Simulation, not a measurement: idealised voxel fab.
process module | voxel released beams
cross-section cut | 180 nm wide | cells 5 nm
A cross-section is a grid of square cells, given in bands from the top down. A band is one or more rows of cells.
Each band's line starts with the height of the band's top and of its bottom, in nm. Then come its materials from left to right, each with its width in nm. One material with "throughout" fills the band from edge to edge. "air" is empty space.
Height 0 is the level under which the wafer as received is all one material. The lowest band goes on downwards, as in "0 down".
A width such as "30 to 40" changes by the same amount from each row of cells to the next, from the band's top row to its bottom row.
"no change" after a step means that no cell of the cross-section changed.
closed voids: empty space of 8 cells or more with no open way to the top, each as width x height at its distance from the left edge, in nm
after a step's settings: what the simulator itself notes on the step
overlay nm, on a step with a mask: how far to the right of its planned place the mask lay; to the left if negative
plan
1 op RECEIVE | material Si
2 op CONFORMAL_DEP | material SiN | thk nm 10
3 op DIRECTIONAL_DEP | material SiO2 | thk nm 20
4 op PATTERN | tone open | mask id ANCHOR | material resist | width nm 35 | thk nm 15 | overlay nm 0
5 op DIRECTIONAL_ETCH | etch materials SiO2 | depth nm 20
6 op STRIP | etch materials resist
7 op CONFORMAL_DEP | material TiN | thk nm 15
8 op DIRECTIONAL_DEP | material aC | thk nm 15
9 op PATTERN | tone cover | mask id BEAM | material resist | width nm 100 | thk nm 30 | overlay nm 0
10 op DIRECTIONAL_ETCH | etch materials aC | depth nm 15
11 op STRIP | etch materials resist
12 op DIRECTIONAL_ETCH | etch materials TiN | depth nm 15
13 op STRIP | etch materials aC
14 op STRIP | etch materials SiO2
as received, after step 1
  0 down: Si throughout
  closed voids: none
a wafer at the end: this start, this plan, one mistake
  35 to 20: air 35 | TiN 20 | air 5 | TiN 75 | air 45
  20 to 15: air 40 | TiN 15 | air 5 | TiN 15 | air 105
  15 to 0: air 40 | TiN 35 | air 105
  0 down: Si throughout
  closed voids: none
what went wrong: step 2 was left out
